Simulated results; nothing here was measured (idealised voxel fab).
Module name: voxel wiring stack (process module)
Section cut is 210 nm wide and gridded with 5 nm square cells.
For the purposes of this document, a cross-section shall be understood as a grid of square cells, specified as bands listed in top-to-bottom order, each band consisting of one or more rows of cells.
Band entry format. Leading values: height of top, height of bottom, nm. Remainder: materials in left-to-right order, each with its width in nm. Special words: "edge to edge" on a single material, which then fills the band edge to edge; "air", empty space.
The level at which height equals 0 is the one under which the wafer, as it arrives, is entirely one material. No lower edge exists for the bottom band, which continues downward and is notated as in "0 down".
Note: "30..40" means the width goes from the first number (top row of the band) to the second number (bottom row) in equal steps per row of cells.
When a step is marked "stayed the same", none of the cells in the cross-section changed during that step.
If an empty space has no open way to the top and is at least 8 cells in size, "Closed internal voids" lists it, written width x height at distance, where distance is measured from the left edge and every value is in nm.
Step line, after settings: the simulator's comment on this step.
overlay nm: on a step with a mask, how far right of its planned place the mask lay; negative means left.

The planned process steps are enumerated hereunder
| 1 | RECEIVE,material Si |
| 2 | CONFORMAL_DEP,material SiO2,thk nm 15 |
| 3 | DIRECTIONAL_DEP,material TiN,thk nm 5 |
| 4 | DIRECTIONAL_DEP,material W,thk nm 20 |
| 5 | DIRECTIONAL_DEP,material aC,thk nm 10 |
| 6 | PATTERN,tone cover,mask id METAL_1,material resist,width nm 20,pitch nm 40,thk nm 25,overlay nm 0 |
| 7 | DIRECTIONAL_ETCH,etch materials aC,depth nm 10 |
| 8 | STRIP,etch materials resist |
| 9 | DIRECTIONAL_ETCH,etch materials W,depth nm 20 |
| 10 | DIRECTIONAL_ETCH,etch materials TiN,depth nm 5 |
| 11 | STRIP,etch materials aC |
| 12 | CONFORMAL_DEP,material SiN,thk nm 5 |
| 13 | FILL_DEP,material lowk,thk nm 10 |
| 14 | CMP,height nm 40 |
| 15 | CONFORMAL_DEP,material SiCN,thk nm 5 |
| 16 | DIRECTIONAL_DEP,material lowk,thk nm 25 |
| 17 | PATTERN,tone open,mask id METAL_2,material resist,width nm 20,pitch nm 40,thk nm 15,overlay nm 0 |
| 18 | DIRECTIONAL_ETCH,etch materials lowk,depth nm 15 |
| 19 | STRIP,etch materials resist |
| 20 | DIRECTIONAL_DEP,material aC,thk nm 15 |
| 21 | PATTERN,tone open,mask id METAL_2_HOLES,material resist,width nm 15,pitch nm 80,thk nm 30,overlay nm 0 |
| 22 | DIRECTIONAL_ETCH,etch materials aC,depth nm 15 |
| 23 | STRIP,etch materials resist |
| 24 | DIRECTIONAL_ETCH,etch materials lowk,depth nm 10 |
| 25 | DIRECTIONAL_ETCH,etch materials SiCN,depth nm 5 |
| 26 | STRIP,etch materials aC |
| 27 | CONFORMAL_DEP,material TiN,thk nm 5 |
| 28 | FILL_DEP,material Cu,thk nm 10 |
| 29 | CMP,height nm 70 |
| 30 | CONFORMAL_DEP,material SiCN,thk nm 5 |
| 31 | DIRECTIONAL_DEP,material lowk,thk nm 10 |
| 32 | MASKED_ETCH,tone open,mask id PLUG_2,width nm 15,pitch nm 80,etch materials lowk,depth nm 10,overlay nm 0 |
| 33 | MASKED_ETCH,tone open,mask id PLUG_2,width nm 15,pitch nm 80,etch materials SiCN,depth nm 5,overlay nm 0 |
| 34 | CONFORMAL_DEP,material TiN,thk nm 5 |
| 35 | FILL_DEP,material Cu,thk nm 10 |
| 36 | CMP,height nm 85 |
| 37 | CONFORMAL_DEP,material SiN,thk nm 5 |
| 38 | DIRECTIONAL_DEP,material SiO2,thk nm 20 |
| 39 | MASKED_ETCH,tone open,mask id METAL_3,width nm 20,pitch nm 40,etch materials SiO2,depth nm 20,overlay nm 0 |
| 40 | MASKED_ETCH,tone open,mask id METAL_3,width nm 20,pitch nm 40,etch materials SiN,depth nm 5,overlay nm 0 |
| 41 | CONFORMAL_DEP,material TiN,thk nm 5 |
| 42 | FILL_DEP,material Cu,thk nm 10 |
| 43 | CMP,height nm 110 |
| 44 | CONFORMAL_DEP,material SiCN,thk nm 5 |
| 45 | DIRECTIONAL_DEP,material lowk,thk nm 35 |
| 46 | PATTERN,tone open,mask id METAL_4_HOLES,material resist,width nm 15,pitch nm 40,thk nm 20,overlay nm 0 |
| 47 | DIRECTIONAL_ETCH,etch materials lowk,depth nm 35 |
| 48 | STRIP,etch materials resist |
| 49 | DIRECTIONAL_DEP,material aC,thk nm 10 |
| 50 | PATTERN,tone open,mask id METAL_4,material resist,width nm 20,pitch nm 40,thk nm 25,overlay nm 0 |
| 51 | DIRECTIONAL_ETCH,etch materials aC,depth nm 10 |
| 52 | STRIP,etch materials resist |
| 53 | DIRECTIONAL_ETCH,etch materials lowk,depth nm 20 |
| 54 | DIRECTIONAL_ETCH,etch materials SiCN,depth nm 5 |
| 55 | STRIP,etch materials aC |
| 56 | CONFORMAL_DEP,material TiN,thk nm 5 |
| 57 | FILL_DEP,material Ru,thk nm 10 |
| 58 | CMP,height nm 150 |
| 59 | CONFORMAL_DEP,material SiN,thk nm 5 |

Wafer cross-section on receipt, i.e. after step 1
    0 down | Si edge to edge
    Closed internal voids: none

Cross-section: first of two wafers, module finished, run according to plan
    155 to 150 | SiN edge to edge
    150 to 135 | 55 nm lowk, 5 nm TiN, 10 nm Ru, 5 nm TiN, 20 nm lowk, 5 nm TiN, 10 nm Ru, 5 nm TiN, 20 nm lowk, 5 nm TiN, 10 nm Ru, 5 nm TiN, 55 nm lowk
    135 to 130 | 55 nm lowk, 5 nm TiN, 5 nm Ru, 10 nm TiN, 20 nm lowk, 5 nm TiN, 5 nm Ru, 10 nm TiN, 20 nm lowk, 5 nm TiN, 5 nm Ru, 10 nm TiN, 55 nm lowk
    130 to 115 | 55 nm lowk, 5 nm TiN, 5 nm Ru, 5 nm TiN, 25 nm lowk, 5 nm TiN, 5 nm Ru, 5 nm TiN, 25 nm lowk, 5 nm TiN, 5 nm Ru, 5 nm TiN, 60 nm lowk
    115 to 110 | 55 nm SiCN, 15 nm TiN, 25 nm SiCN, 15 nm TiN, 25 nm SiCN, 15 nm TiN, 60 nm SiCN
    110 to 90 | 55 nm SiO2, 5 nm TiN, 10 nm Cu, 5 nm TiN, 20 nm SiO2, 5 nm TiN, 10 nm Cu, 5 nm TiN, 20 nm SiO2, 5 nm TiN, 10 nm Cu, 5 nm TiN, 55 nm SiO2
    90 to 85 | 55 nm SiN, 20 nm TiN, 20 nm SiN, 20 nm TiN, 20 nm SiN, 20 nm TiN, 55 nm SiN
    85 to 75 | 55 nm lowk, 5 nm TiN, 5 nm Cu, 5 nm TiN, 65 nm lowk, 5 nm TiN, 5 nm Cu, 5 nm TiN, 60 nm lowk
    75 to 70 | 55 nm SiCN, 15 nm TiN, 65 nm SiCN, 15 nm TiN, 60 nm SiCN
    70 to 60 | 55 nm lowk, 5 nm TiN, 10 nm Cu, 5 nm TiN, 20 nm lowk, 5 nm TiN, 10 nm Cu, 5 nm TiN, 20 nm lowk, 5 nm TiN, 10 nm Cu, 5 nm TiN, 55 nm lowk
    60 to 55 | 55 nm lowk, 5 nm TiN, 5 nm Cu, 10 nm TiN, 20 nm lowk, 20 nm TiN, 20 nm lowk, 5 nm TiN, 5 nm Cu, 10 nm TiN, 55 nm lowk
    55 to 45 | 55 nm lowk, 5 nm TiN, 5 nm Cu, 5 nm TiN, 65 nm lowk, 5 nm TiN, 5 nm Cu, 5 nm TiN, 60 nm lowk
    45 to 40 | 55 nm SiCN, 15 nm TiN, 65 nm SiCN, 15 nm TiN, 60 nm SiCN
    40 to 20 | 50 nm lowk, 5 nm SiN, 20 nm W, 5 nm SiN, 10 nm lowk, 5 nm SiN, 20 nm W, 5 nm SiN, 10 nm lowk, 5 nm SiN, 20 nm W, 5 nm SiN, 50 nm lowk
    20 to 15 | 55 nm SiN, 20 nm TiN, 20 nm SiN, 20 nm TiN, 20 nm SiN, 20 nm TiN, 55 nm SiN
    15 to 0 | SiO2 edge to edge
    0 down | Si edge to edge
    Closed internal voids: none

Here's the second of our two wafers sectioned at module end. Same start as the first, same plan, but one mistake got made running it
    155 to 150 | SiN edge to edge
    150 to 135 | 55 nm lowk, 5 nm TiN, 10 nm Ru, 5 nm TiN, 20 nm lowk, 5 nm TiN, 10 nm Ru, 5 nm TiN, 20 nm lowk, 5 nm TiN, 10 nm Ru, 5 nm TiN, 55 nm lowk
    135 to 130 | 55 nm lowk, 5 nm TiN, 5 nm Ru, 10 nm TiN, 20 nm lowk, 5 nm TiN, 5 nm Ru, 10 nm TiN, 20 nm lowk, 5 nm TiN, 5 nm Ru, 10 nm TiN, 55 nm lowk
    130 to 115 | 55 nm lowk, 5 nm TiN, 5 nm Ru, 5 nm TiN, 25 nm lowk, 5 nm TiN, 5 nm Ru, 5 nm TiN, 25 nm lowk, 5 nm TiN, 5 nm Ru, 5 nm TiN, 60 nm lowk
    115 to 110 | 55 nm SiCN, 15 nm TiN, 25 nm SiCN, 15 nm TiN, 25 nm SiCN, 15 nm TiN, 60 nm SiCN
    110 to 90 | 55 nm SiO2, 5 nm TiN, 10 nm Cu, 5 nm TiN, 20 nm SiO2, 5 nm TiN, 10 nm Cu, 5 nm TiN, 20 nm SiO2, 5 nm TiN, 10 nm Cu, 5 nm TiN, 55 nm SiO2
    90 to 85 | 55 nm SiN, 20 nm TiN, 20 nm SiN, 20 nm TiN, 20 nm SiN, 20 nm TiN, 55 nm SiN
    85 to 75 | 55 nm lowk, 5 nm TiN, 5 nm Cu, 5 nm TiN, 65 nm lowk, 5 nm TiN, 5 nm Cu, 5 nm TiN, 60 nm lowk
    75 to 70 | 55 nm SiCN, 15 nm TiN, 65 nm SiCN, 15 nm TiN, 60 nm SiCN
    70 to 65 | 55 nm lowk, 5 nm TiN, 5 nm Cu, 10 nm TiN, 20 nm lowk, 20 nm TiN, 20 nm lowk, 5 nm TiN, 5 nm Cu, 10 nm TiN, 55 nm lowk
    65 to 55 | 55 nm lowk, 5 nm TiN, 5 nm Cu, 5 nm TiN, 65 nm lowk, 5 nm TiN, 5 nm Cu, 5 nm TiN, 60 nm lowk
    55 to 50 | 55 nm SiCN, 15 nm TiN, 65 nm SiCN, 15 nm TiN, 60 nm SiCN
    50 to 45 | lowk edge to edge
    45 to 40 | 50 nm lowk, 30 nm SiN, 10 nm lowk, 30 nm SiN, 10 nm lowk, 30 nm SiN, 50 nm lowk
    40 to 20 | 50 nm lowk, 5 nm SiN, 20 nm W, 5 nm SiN, 10 nm lowk, 5 nm SiN, 20 nm W, 5 nm SiN, 10 nm lowk, 5 nm SiN, 20 nm W, 5 nm SiN, 50 nm lowk
    20 to 15 | 55 nm SiN, 20 nm TiN, 20 nm SiN, 20 nm TiN, 20 nm SiN, 20 nm TiN, 55 nm SiN
    15 to 0 | SiO2 edge to edge
    0 down | Si edge to edge
    Closed internal voids: none
What was the processing mistake? in deviation from the planned setting, step 14 was conducted as CMP,height nm 50
Upon completion, the second wafer contains, in terms of cells, a greater or smaller amount of certain materials than the first wafer: 12 fewer of Cu, 18 more of SiN, 12 fewer of TiN, 6 more of lowk
